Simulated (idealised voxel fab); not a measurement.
The document below concerns the process module designated voxel transistor to metal.
Square cells of 5 nm make up the cross-section cut, whose width is 205 nm.
A cross-section in this document is a grid of square cells, and it is written down as bands, the top band listed before the ones below it; a band is made up of one or more rows of cells. A band entry consists of two parts. The first gives the height of the band's top and the height of its bottom, in nm. The rest lists the band's materials from left to right, each with its width in nm. A single material labelled with the word "full width" fills the band from edge to edge, and the word "blank" marks empty space. Heads up on the height convention: 0 is the point under which the incoming wafer is all one material, and the lowest band has no bottom, it just keeps going down, like "from 0 down". So if you see something like "30->40" for the width, read it as the top row of the band sitting at the first number and the bottom row at the second, with every row in between moving by the same amount as the last. Any step labelled "no change occurred" changed none of the cells in the cross-section. Heads up: "Closed void listing" only lists the empty pockets with no open path to the top that are 8 cells or more, and it writes them as width x height at distance, distance from the left edge, in nm. Anything after a step's settings on that line? It's the simulator's own note about the step. "overlay nm" answers the question of how far to the right of plan the mask lay on a step that has a mask, and when it is negative the answer is to the left.

# These are the steps we planned for the process
1. RECEIVE | material Si
2. CONFORMAL_DEP | material SiO2 | thk nm 5
3. CONFORMAL_DEP | material SiN | thk nm 15
4. DIRECTIONAL_DEP | material aC | thk nm 15
5. PATTERN | tone cover | mask id ACTIVE | material resist | width nm 105 | thk nm 30 | overlay nm 0
6. DIRECTIONAL_ETCH | etch materials aC | depth nm 15
7. STRIP | etch materials resist
8. DIRECTIONAL_ETCH | etch materials SiN | depth nm 15
9. DIRECTIONAL_ETCH | etch materials SiO2 | depth nm 5
10. DIRECTIONAL_ETCH | etch materials Si | depth nm 35
11. STRIP | etch materials aC
12. FILL_DEP | material SiO2 | thk nm 15
13. CMP | height nm 20
14. SELECTIVE_ETCH | etch materials SiO2 | depth nm 15
15. STRIP | etch materials SiN
16. SELECTIVE_ETCH | etch materials SiO2 | depth nm 5
17. OXIDIZE | depth nm 5
18. DIRECTIONAL_DEP | material polySi | thk nm 20
19. DIRECTIONAL_DEP | material SiCN | thk nm 10
20. MASKED_ETCH | tone cover | mask id GATE | width nm 25 | etch materials SiCN | depth nm 20 | overlay nm 0
21. MASKED_ETCH | tone cover | mask id GATE | width nm 25 | etch materials polySi | depth nm 30 | overlay nm 0
22. CONFORMAL_DEP | material SiO2 | thk nm 5
23. DIRECTIONAL_ETCH | etch materials SiO2 | depth nm 5
24. CONFORMAL_DEP | material SiN | thk nm 10
25. DIRECTIONAL_ETCH | etch materials SiN | depth nm 10
26. DIRECTIONAL_ETCH | etch materials SiO2 | depth nm 5
27. DIRECTIONAL_ETCH | etch materials Si | depth nm 15
28. EPI | material nSi | thk nm 15
29. FILL_DEP | material SiO2 | thk nm 5
30. CMP | height nm 30
31. DIRECTIONAL_DEP | material SiO2 | thk nm 15
32. PATTERN | tone open | mask id CONTACT | material resist | width nm 25 | pitch nm 60 | thk nm 20 | overlay nm 0
33. DIRECTIONAL_ETCH | etch materials SiO2 | depth nm 35
34. STRIP | etch materials resist
35. CONFORMAL_DEP | material TiN | thk nm 5
36. FILL_DEP | material Ru | thk nm 5
37. CMP | height nm 45
38. DIRECTIONAL_DEP | material TiN | thk nm 5
39. DIRECTIONAL_DEP | material Ru | thk nm 20
40. PATTERN | tone cover | mask id METAL_1 | material resist | width nm 15 | pitch nm 70 | thk nm 20 | overlay nm 0
41. DIRECTIONAL_ETCH | etch materials Ru | depth nm 20
42. DIRECTIONAL_ETCH | etch materials TiN | depth nm 5
43. STRIP | etch materials resist
44. CONFORMAL_DEP | material SiN | thk nm 5
45. FILL_DEP | material SiO2 | thk nm 5
46. CMP | height nm 70
47. CONFORMAL_DEP | material SiN | thk nm 5

# Cross-sectional view of the wafer in its as-received condition, corresponding to the state after step 1
- from 0 down  Si full width
- Closed void listing: none

# Figure: cross-sectional view of the wafer upon completion of the module, processed from the initial state and according to the plan depicted above, with one error introduced during execution
- from 75 to 70  SiN full width
- from 70 to 50  SiO2=55 / SiN=5 / Ru=15 / SiN=5 / SiO2=45 / SiN=5 / Ru=15 / SiN=5 / SiO2=55
- from 50 to 45  SiN=60 / TiN=15 / SiN=55 / TiN=15 / SiN=60
- from 45 to 35  SiO2=60 / TiN=5 / SiO2=15 / TiN=5 / SiO2=35 / TiN=5 / SiO2=15 / TiN=5 / SiO2=60
- from 35 to 30  SiO2=60 / TiN=5 / SiO2=5 / TiN=15 / SiO2=35 / TiN=15 / SiO2=5 / TiN=5 / SiO2=60
- from 30 to 20  SiO2=60 / TiN=5 / SiO2=5 / TiN=5 / SiN=10 / SiO2=5 / SiCN=25 / SiO2=5 / SiN=10 / TiN=5 / SiO2=5 / TiN=5 / SiO2=60
- from 20 to 15  SiO2=60 / TiN=5 / SiO2=5 / TiN=5 / SiN=10 / SiO2=5 / polySi=25 / SiO2=5 / SiN=10 / TiN=5 / SiO2=5 / TiN=5 / SiO2=60
- from 15 to 10  SiO2=60 / TiN=15 / SiN=10 / SiO2=5 / polySi=25 / SiO2=5 / SiN=10 / TiN=15 / SiO2=60
- from 10 to 0  SiO2=60 / nSi=15 / SiN=10 / SiO2=5 / polySi=25 / SiO2=5 / SiN=10 / nSi=15 / SiO2=60
- from 0 to -5  SiO2=60 / nSi=15 / SiO2=55 / nSi=15 / SiO2=60
- from -5 to -20  SiO2=50 / nSi=25 / Si=55 / nSi=25 / SiO2=50
- from -20 to -35  SiO2=50 / Si=105 / SiO2=50
- from -35 down  Si full width
- Closed void listing: none
Error vs. plan: step 36 did not happen as planned, as run it was FILL_DEP | material SiO2 | thk nm 5
